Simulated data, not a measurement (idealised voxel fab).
The following process module bears the name voxel trench capacitor.
Square cells of 5 nm make up the cross-section cut, whose width is 205 nm.
Notation: cross-section as square-cell grid; stated in bands, top first, going down; one or more cell rows per band.
Quick guide to a band line: top height, bottom height (nm) up front; then every material left to right with its width in nm. Only one material and it's marked "full width"? Then it fills the band edge to edge. And "empty" just means empty space.
Beneath 0, the wafer as received is one material, and that level is where height counting begins. The lowest band goes on downward without a bottom; it is written like "z 0 and below".
With a width like "30->40", each row of cells in the band differs from the next by the same amount, the top row carrying the first number and the bottom row the second.
Reading "nothing was modified" for a step: not a cell of the cross-section changed in it.
Heads up: "Entrapped void list" only lists the empty pockets with no open path to the top that are 8 cells or more, and it writes them as width x height at distance, distance from the left edge, in nm.
Read whatever lies past the settings on a step's line as the simulator's own remark about the step.
A step line may carry the setting "overlay nm", which, for steps involving a mask, states the distance by which the mask lay to the right of its intended position; negative values denote displacement to the left.

PROCESS STEPS - PLAN
step 1: RECEIVE | material Si
step 2: CONFORMAL_DEP | material SiN | thk nm 10
step 3: PATTERN | tone open | mask id TRENCH | material resist | width nm 20 | pitch nm 50 | thk nm 15 | overlay nm 0
step 4: DIRECTIONAL_ETCH | etch materials SiN | depth nm 10
step 5: DIRECTIONAL_ETCH | etch materials Si | depth nm 35
step 6: STRIP | etch materials resist
step 7: CONFORMAL_DEP | material Al2O3 | thk nm 5
step 8: FILL_DEP | material polySi | thk nm 10
step 9: CMP | height nm 10

FIRST WAFER, TWO IN TOTAL, RUN AS PLANNED

SO THIS IS THE INCOMING WAFER IN CROSS-SECTION - IT'S ALREADY BEEN THROUGH STEP 1
z 0 and below  Si full width
Entrapped void list: none

CROSS-SECTION OF THE WAFER AFTER STEP 2
z 10 to 0  SiN full width
Everything under 0 stays put, no change at all.

CROSS-SECTION OF THE WAFER AFTER STEP 3
z 25 to 10  15 nm resist; 20 nm empty; 30 nm resist; 20 nm empty; 30 nm resist; 20 nm empty; 30 nm resist; 20 nm empty; 20 nm resist
Everything under 10 stays put, no change at all.

CROSS-SECTION OF THE WAFER AFTER STEP 4
z 25 to 10  15 nm resist; 20 nm empty; 30 nm resist; 20 nm empty; 30 nm resist; 20 nm empty; 30 nm resist; 20 nm empty; 20 nm resist
z 10 to 0  15 nm SiN; 20 nm empty; 30 nm SiN; 20 nm empty; 30 nm SiN; 20 nm empty; 30 nm SiN; 20 nm empty; 20 nm SiN
Everything under 0 stays put, no change at all.

CROSS-SECTION OF THE WAFER AFTER STEP 5
z 25 to 10  15 nm resist; 20 nm empty; 30 nm resist; 20 nm empty; 30 nm resist; 20 nm empty; 30 nm resist; 20 nm empty; 20 nm resist
z 10 to 0  15 nm SiN; 20 nm empty; 30 nm SiN; 20 nm empty; 30 nm SiN; 20 nm empty; 30 nm SiN; 20 nm empty; 20 nm SiN
z 0 to -35  15 nm Si; 20 nm empty; 30 nm Si; 20 nm empty; 30 nm Si; 20 nm empty; 30 nm Si; 20 nm empty; 20 nm Si
Everything under -35 stays put, no change at all.

CROSS-SECTION OF THE WAFER AFTER STEP 6
z 10 to 0  15 nm SiN; 20 nm empty; 30 nm SiN; 20 nm empty; 30 nm SiN; 20 nm empty; 30 nm SiN; 20 nm empty; 20 nm SiN
Everything under 0 stays put, no change at all.

CROSS-SECTION OF THE WAFER AFTER STEP 7
z 15 to 10  20 nm Al2O3; 10 nm empty; 40 nm Al2O3; 10 nm empty; 40 nm Al2O3; 10 nm empty; 40 nm Al2O3; 10 nm empty; 25 nm Al2O3
z 10 to 0  15 nm SiN; 5 nm Al2O3; 10 nm empty; 5 nm Al2O3; 30 nm SiN; 5 nm Al2O3; 10 nm empty; 5 nm Al2O3; 30 nm SiN; 5 nm Al2O3; 10 nm empty; 5 nm Al2O3; 30 nm SiN; 5 nm Al2O3; 10 nm empty; 5 nm Al2O3; 20 nm SiN
z 0 to -30  15 nm Si; 5 nm Al2O3; 10 nm empty; 5 nm Al2O3; 30 nm Si; 5 nm Al2O3; 10 nm empty; 5 nm Al2O3; 30 nm Si; 5 nm Al2O3; 10 nm empty; 5 nm Al2O3; 30 nm Si; 5 nm Al2O3; 10 nm empty; 5 nm Al2O3; 20 nm Si
z -30 to -35  15 nm Si; 20 nm Al2O3; 30 nm Si; 20 nm Al2O3; 30 nm Si; 20 nm Al2O3; 30 nm Si; 20 nm Al2O3; 20 nm Si
Everything under -35 stays put, no change at all.

CROSS-SECTION OF THE WAFER AFTER STEP 8
z 25 to 15  polySi full width
z 15 to 10  20 nm Al2O3; 10 nm polySi; 40 nm Al2O3; 10 nm polySi; 40 nm Al2O3; 10 nm polySi; 40 nm Al2O3; 10 nm polySi; 25 nm Al2O3
z 10 to 0  15 nm SiN; 5 nm Al2O3; 10 nm polySi; 5 nm Al2O3; 30 nm SiN; 5 nm Al2O3; 10 nm polySi; 5 nm Al2O3; 30 nm SiN; 5 nm Al2O3; 10 nm polySi; 5 nm Al2O3; 30 nm SiN; 5 nm Al2O3; 10 nm polySi; 5 nm Al2O3; 20 nm SiN
z 0 to -30  15 nm Si; 5 nm Al2O3; 10 nm polySi; 5 nm Al2O3; 30 nm Si; 5 nm Al2O3; 10 nm polySi; 5 nm Al2O3; 30 nm Si; 5 nm Al2O3; 10 nm polySi; 5 nm Al2O3; 30 nm Si; 5 nm Al2O3; 10 nm polySi; 5 nm Al2O3; 20 nm Si
Everything under -30 stays put, no change at all.

CROSS-SECTION OF THE WAFER AFTER STEP 9
z 10 to 0  15 nm SiN; 5 nm Al2O3; 10 nm polySi; 5 nm Al2O3; 30 nm SiN; 5 nm Al2O3; 10 nm polySi; 5 nm Al2O3; 30 nm SiN; 5 nm Al2O3; 10 nm polySi; 5 nm Al2O3; 30 nm SiN; 5 nm Al2O3; 10 nm polySi; 5 nm Al2O3; 20 nm SiN
Everything under 0 stays put, no change at all.

FOR THE SECOND WAFER, TAKE THE FIRST WAFER'S START AND PLAN, THEN ADD ONE MISTAKE MADE IN RUNNING IT; EVERYTHING THROUGH STEP 8, THAT STEP INCLUDED, IS SHARED WITH THE FIRST

when step 9 should have ended: nothing was modified
Which mistake was made when the wafer was run? not run: step 9 of the plan (skipped)
Final wafer comparison in cells, second versus first, more or fewer per material: Al2O3 +33; polySi +90
